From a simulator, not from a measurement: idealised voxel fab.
process module | voxel fin reveal
cross-section cut | 300 nm wide | cells 5 nm
A cross-section is a grid of square cells, given in bands from the top down. A band is one or more rows of cells.
Each band's line starts with the height of the band's top and of its bottom, in nm. Then come its materials from left to right, each with its width in nm. One material with "throughout" fills the band from edge to edge. "air" is empty space.
Height 0 is the level under which the wafer as received is all one material. The lowest band goes on downwards, as in "0 down".
A width such as "30 to 40" changes by the same amount from each row of cells to the next, from the band's top row to its bottom row.
"no change" after a step means that no cell of the cross-section changed.
closed voids: empty space of 8 cells or more with no open way to the top, each as width x height at its distance from the left edge, in nm
after a step's settings: what the simulator itself notes on the step
overlay nm, on a step with a mask: how far to the right of its planned place the mask lay; to the left if negative
plan
1 op RECEIVE | material Si
2 op CONFORMAL_DEP | material SiN | thk nm 10
3 op MASKED_ETCH | tone cover | mask id FINS | width nm 15 | pitch nm 35 | etch materials SiN | depth nm 10 | overlay nm 0
4 op MASKED_ETCH | tone cover | mask id FINS | width nm 15 | pitch nm 35 | etch materials Si | depth nm 30 | overlay nm 0
5 op OXIDIZE | depth nm 5
6 op FILL_DEP | material SiO2 | thk nm 10
7 op CMP | height nm 10
8 op SELECTIVE_ETCH | etch materials SiO2 | depth nm 25
9 op STRIP | etch materials SiN
as received, after step 1
  0 down: Si throughout
  closed voids: none
a wafer at the end: this start, this plan, one mistake
  0 to -15: air 95 | Si 5 | air 30 | Si 5 | air 30 | Si 5 | air 30 | Si 5 | air 95
  -15 to -25: SiO2 65 | air 30 | Si 5 | air 30 | Si 5 | air 30 | Si 5 | air 30 | Si 5 | air 30 | SiO2 65
  -25 to -35: SiO2 95 | Si 5 | SiO2 30 | Si 5 | SiO2 30 | Si 5 | SiO2 30 | Si 5 | SiO2 95
  -35 down: Si throughout
  closed voids: none
what went wrong: steps 8 and 9 were swapped
